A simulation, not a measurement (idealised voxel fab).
process module | voxel gate over fins
cross-section cut | 240 nm wide | cells 5 nm
A cross-section is a grid of square cells, given in bands from the top down. A band is one or more rows of cells.
Each band's line starts with the height of the band's top and of its bottom, in nm. Then come its materials from left to right, each with its width in nm. One material with "throughout" fills the band from edge to edge. "air" is empty space.
Height 0 is the level under which the wafer as received is all one material. The lowest band goes on downwards, as in "0 down".
A width such as "30 to 40" changes by the same amount from each row of cells to the next, from the band's top row to its bottom row.
"no change" after a step means that no cell of the cross-section changed.
closed voids: empty space of 8 cells or more with no open way to the top, each as width x height at its distance from the left edge, in nm
after a step's settings: what the simulator itself notes on the step
overlay nm, on a step with a mask: how far to the right of its planned place the mask lay; to the left if negative
plan
1 op RECEIVE | material Si
2 op CONFORMAL_DEP | material SiN | thk nm 5
3 op PATTERN | tone cover | mask id FINS | material resist | width nm 15 | pitch nm 55 | thk nm 20 | overlay nm 0
4 op DIRECTIONAL_ETCH | etch materials SiN | depth nm 5
5 op DIRECTIONAL_ETCH | etch materials Si | depth nm 40
6 op STRIP | etch materials resist
7 op FILL_DEP | material SiO2 | thk nm 5
8 op CMP | height nm 5
9 op MASKED_ETCH | tone open | mask id RAIL | width nm 15 | etch materials SiO2 | depth nm 40 | overlay nm 0
10 op CONFORMAL_DEP | material TiN | thk nm 5
11 op FILL_DEP | material W | thk nm 10
12 op CMP | height nm 5
13 op SELECTIVE_ETCH | etch materials W Ru TiN | depth nm 25
14 op FILL_DEP | material SiO2 | thk nm 5
15 op CMP | height nm 5
16 op SELECTIVE_ETCH | etch materials SiO2 | depth nm 20
17 op STRIP | etch materials SiN
18 op CONFORMAL_DEP | material HfO2 | thk nm 5
19 op CONFORMAL_DEP | material TiN | thk nm 5
20 op CONFORMAL_DEP | material TiAl | thk nm 5
21 op CONFORMAL_DEP | material TiN | thk nm 5
22 op FILL_DEP | material W | thk nm 15
23 op CMP | height nm 30
24 op CONFORMAL_DEP | material SiCN | thk nm 5
first wafer, as planned
as received, after step 1
  0 down: Si throughout
  closed voids: none
after step 2
  5 to 0: SiN throughout
  below 0: unchanged
after step 3
  25 to 5: air 55 | resist 15 | air 40 | resist 15 | air 40 | resist 15 | air 60
  below 5: unchanged
after step 4
  25 to 5: air 55 | resist 15 | air 40 | resist 15 | air 40 | resist 15 | air 60
  5 to 0: air 55 | SiN 15 | air 40 | SiN 15 | air 40 | SiN 15 | air 60
  below 0: unchanged
after step 5
  25 to 5: air 55 | resist 15 | air 40 | resist 15 | air 40 | resist 15 | air 60
  5 to 0: air 55 | SiN 15 | air 40 | SiN 15 | air 40 | SiN 15 | air 60
  0 to -40: air 55 | Si 15 | air 40 | Si 15 | air 40 | Si 15 | air 60
  below -40: unchanged
after step 6
  5 to 0: air 55 | SiN 15 | air 40 | SiN 15 | air 40 | SiN 15 | air 60
  below 0: unchanged
after step 7
  10 to 5: SiO2 throughout
  5 to 0: SiO2 55 | SiN 15 | SiO2 40 | SiN 15 | SiO2 40 | SiN 15 | SiO2 60
  0 to -40: SiO2 55 | Si 15 | SiO2 40 | Si 15 | SiO2 40 | Si 15 | SiO2 60
  below -40: unchanged
after step 8
  5 to 0: SiO2 55 | SiN 15 | SiO2 40 | SiN 15 | SiO2 40 | SiN 15 | SiO2 60
  below 0: unchanged
after step 9
  5 to 0: SiO2 55 | SiN 15 | SiO2 10 | air 15 | SiO2 15 | SiN 15 | SiO2 40 | SiN 15 | SiO2 60
  0 to -35: SiO2 55 | Si 15 | SiO2 10 | air 15 | SiO2 15 | Si 15 | SiO2 40 | Si 15 | SiO2 60
  below -35: unchanged
after step 10
  10 to 5: TiN 85 | air 5 | TiN 150
  5 to 0: SiO2 55 | SiN 15 | SiO2 10 | TiN 5 | air 5 | TiN 5 | SiO2 15 | SiN 15 | SiO2 40 | SiN 15 | SiO2 60
  0 to -30: SiO2 55 | Si 15 | SiO2 10 | TiN 5 | air 5 | TiN 5 | SiO2 15 | Si 15 | SiO2 40 | Si 15 | SiO2 60
  -30 to -35: SiO2 55 | Si 15 | SiO2 10 | TiN 15 | SiO2 15 | Si 15 | SiO2 40 | Si 15 | SiO2 60
  below -35: unchanged
after step 11
  20 to 10: W throughout
  10 to 5: TiN 85 | W 5 | TiN 150
  5 to 0: SiO2 55 | SiN 15 | SiO2 10 | TiN 5 | W 5 | TiN 5 | SiO2 15 | SiN 15 | SiO2 40 | SiN 15 | SiO2 60
  0 to -30: SiO2 55 | Si 15 | SiO2 10 | TiN 5 | W 5 | TiN 5 | SiO2 15 | Si 15 | SiO2 40 | Si 15 | SiO2 60
  below -30: unchanged
after step 12
  5 to 0: SiO2 55 | SiN 15 | SiO2 10 | TiN 5 | W 5 | TiN 5 | SiO2 15 | SiN 15 | SiO2 40 | SiN 15 | SiO2 60
  below 0: unchanged
after step 13
  5 to 0: SiO2 55 | SiN 15 | SiO2 10 | air 15 | SiO2 15 | SiN 15 | SiO2 40 | SiN 15 | SiO2 60
  0 to -20: SiO2 55 | Si 15 | SiO2 10 | air 15 | SiO2 15 | Si 15 | SiO2 40 | Si 15 | SiO2 60
  below -20: unchanged
after step 14
  10 to 5: SiO2 throughout
  5 to 0: SiO2 55 | SiN 15 | SiO2 40 | SiN 15 | SiO2 40 | SiN 15 | SiO2 60
  0 to -20: SiO2 55 | Si 15 | SiO2 40 | Si 15 | SiO2 40 | Si 15 | SiO2 60
  below -20: unchanged
after step 15
  5 to 0: SiO2 55 | SiN 15 | SiO2 40 | SiN 15 | SiO2 40 | SiN 15 | SiO2 60
  below 0: unchanged
after step 16
  5 to 0: air 55 | SiN 15 | air 40 | SiN 15 | air 40 | SiN 15 | air 60
  0 to -15: air 55 | Si 15 | air 40 | Si 15 | air 40 | Si 15 | air 60
  below -15: unchanged
after step 17
  0 to -15: air 55 | Si 15 | air 40 | Si 15 | air 40 | Si 15 | air 60
  below -15: unchanged
after step 18
  5 to 0: air 50 | HfO2 25 | air 30 | HfO2 25 | air 30 | HfO2 25 | air 55
  0 to -10: air 50 | HfO2 5 | Si 15 | HfO2 5 | air 30 | HfO2 5 | Si 15 | HfO2 5 | air 30 | HfO2 5 | Si 15 | HfO2 5 | air 55
  -10 to -15: HfO2 55 | Si 15 | HfO2 40 | Si 15 | HfO2 40 | Si 15 | HfO2 60
  below -15: unchanged
after step 19
  10 to 5: air 45 | TiN 35 | air 20 | TiN 35 | air 20 | TiN 35 | air 50
  5 to 0: air 45 | TiN 5 | HfO2 25 | TiN 5 | air 20 | TiN 5 | HfO2 25 | TiN 5 | air 20 | TiN 5 | HfO2 25 | TiN 5 | air 50
  0 to -5: air 45 | TiN 5 | HfO2 5 | Si 15 | HfO2 5 | TiN 5 | air 20 | TiN 5 | HfO2 5 | Si 15 | HfO2 5 | TiN 5 | air 20 | TiN 5 | HfO2 5 | Si 15 | HfO2 5 | TiN 5 | air 50
  -5 to -10: TiN 50 | HfO2 5 | Si 15 | HfO2 5 | TiN 30 | HfO2 5 | Si 15 | HfO2 5 | TiN 30 | HfO2 5 | Si 15 | HfO2 5 | TiN 55
  below -10: unchanged
after step 20
  15 to 10: air 40 | TiAl 45 | air 10 | TiAl 45 | air 10 | TiAl 45 | air 45
  10 to 5: air 40 | TiAl 5 | TiN 35 | TiAl 5 | air 10 | TiAl 5 | TiN 35 | TiAl 5 | air 10 | TiAl 5 | TiN 35 | TiAl 5 | air 45
  5 to 0: air 40 | TiAl 5 | TiN 5 | HfO2 25 | TiN 5 | TiAl 5 | air 10 | TiAl 5 | TiN 5 | HfO2 25 | TiN 5 | TiAl 5 | air 10 | TiAl 5 | TiN 5 | HfO2 25 | TiN 5 | TiAl 5 | air 45
  0 to -5: TiAl 45 | TiN 5 | HfO2 5 | Si 15 | HfO2 5 | TiN 5 | TiAl 20 | TiN 5 | HfO2 5 | Si 15 | HfO2 5 | TiN 5 | TiAl 20 | TiN 5 | HfO2 5 | Si 15 | HfO2 5 | TiN 5 | TiAl 50
  below -5: unchanged
after step 21
  20 to 15: air 35 | TiN 165 | air 40
  15 to 10: air 35 | TiN 5 | TiAl 45 | TiN 10 | TiAl 45 | TiN 10 | TiAl 45 | TiN 5 | air 40
  10 to 5: air 35 | TiN 5 | TiAl 5 | TiN 35 | TiAl 5 | TiN 10 | TiAl 5 | TiN 35 | TiAl 5 | TiN 10 | TiAl 5 | TiN 35 | TiAl 5 | TiN 5 | air 40
  5 to 0: TiN 40 | TiAl 5 | TiN 5 | HfO2 25 | TiN 5 | TiAl 5 | TiN 10 | TiAl 5 | TiN 5 | HfO2 25 | TiN 5 | TiAl 5 | TiN 10 | TiAl 5 | TiN 5 | HfO2 25 | TiN 5 | TiAl 5 | TiN 45
  below 0: unchanged
after step 22
  35 to 20: W throughout
  20 to 15: W 35 | TiN 165 | W 40
  15 to 10: W 35 | TiN 5 | TiAl 45 | TiN 10 | TiAl 45 | TiN 10 | TiAl 45 | TiN 5 | W 40
  10 to 5: W 35 | TiN 5 | TiAl 5 | TiN 35 | TiAl 5 | TiN 10 | TiAl 5 | TiN 35 | TiAl 5 | TiN 10 | TiAl 5 | TiN 35 | TiAl 5 | TiN 5 | W 40
  below 5: unchanged
after step 23
  30 to 20: W throughout
  below 20: unchanged
after step 24
  35 to 30: SiCN throughout
  below 30: unchanged
second wafer: like start, like plan, one mistake. Through step 18 it matches the first wafer
when step 19 should have ended: no change
when step 20 should have ended
  10 to 5: air 45 | TiAl 35 | air 20 | TiAl 35 | air 20 | TiAl 35 | air 50
  5 to 0: air 45 | TiAl 5 | HfO2 25 | TiAl 5 | air 20 | TiAl 5 | HfO2 25 | TiAl 5 | air 20 | TiAl 5 | HfO2 25 | TiAl 5 | air 50
  0 to -5: air 45 | TiAl 5 | HfO2 5 | Si 15 | HfO2 5 | TiAl 5 | air 20 | TiAl 5 | HfO2 5 | Si 15 | HfO2 5 | TiAl 5 | air 20 | TiAl 5 | HfO2 5 | Si 15 | HfO2 5 | TiAl 5 | air 50
  -5 to -10: TiAl 50 | HfO2 5 | Si 15 | HfO2 5 | TiAl 30 | HfO2 5 | Si 15 | HfO2 5 | TiAl 30 | HfO2 5 | Si 15 | HfO2 5 | TiAl 55
  below -10: unchanged
when step 21 should have ended
  15 to 10: air 40 | TiN 45 | air 10 | TiN 45 | air 10 | TiN 45 | air 45
  10 to 5: air 40 | TiN 5 | TiAl 35 | TiN 5 | air 10 | TiN 5 | TiAl 35 | TiN 5 | air 10 | TiN 5 | TiAl 35 | TiN 5 | air 45
  5 to 0: air 40 | TiN 5 | TiAl 5 | HfO2 25 | TiAl 5 | TiN 5 | air 10 | TiN 5 | TiAl 5 | HfO2 25 | TiAl 5 | TiN 5 | air 10 | TiN 5 | TiAl 5 | HfO2 25 | TiAl 5 | TiN 5 | air 45
  0 to -5: TiN 45 | TiAl 5 | HfO2 5 | Si 15 | HfO2 5 | TiAl 5 | TiN 20 | TiAl 5 | HfO2 5 | Si 15 | HfO2 5 | TiAl 5 | TiN 20 | TiAl 5 | HfO2 5 | Si 15 | HfO2 5 | TiAl 5 | TiN 50
  below -5: unchanged
when step 22 should have ended
  30 to 15: W throughout
  15 to 10: W 40 | TiN 45 | W 10 | TiN 45 | W 10 | TiN 45 | W 45
  10 to 5: W 40 | TiN 5 | TiAl 35 | TiN 5 | W 10 | TiN 5 | TiAl 35 | TiN 5 | W 10 | TiN 5 | TiAl 35 | TiN 5 | W 45
  5 to 0: W 40 | TiN 5 | TiAl 5 | HfO2 25 | TiAl 5 | TiN 5 | W 10 | TiN 5 | TiAl 5 | HfO2 25 | TiAl 5 | TiN 5 | W 10 | TiN 5 | TiAl 5 | HfO2 25 | TiAl 5 | TiN 5 | W 45
  below 0: unchanged
when step 23 should have ended: no change
when step 24 should have ended
  35 to 30: SiCN throughout
  below 30: unchanged
what went wrong: step 19 was left out
at the end the second wafer has, in cells: 66 fewer of TiN | 66 more of W
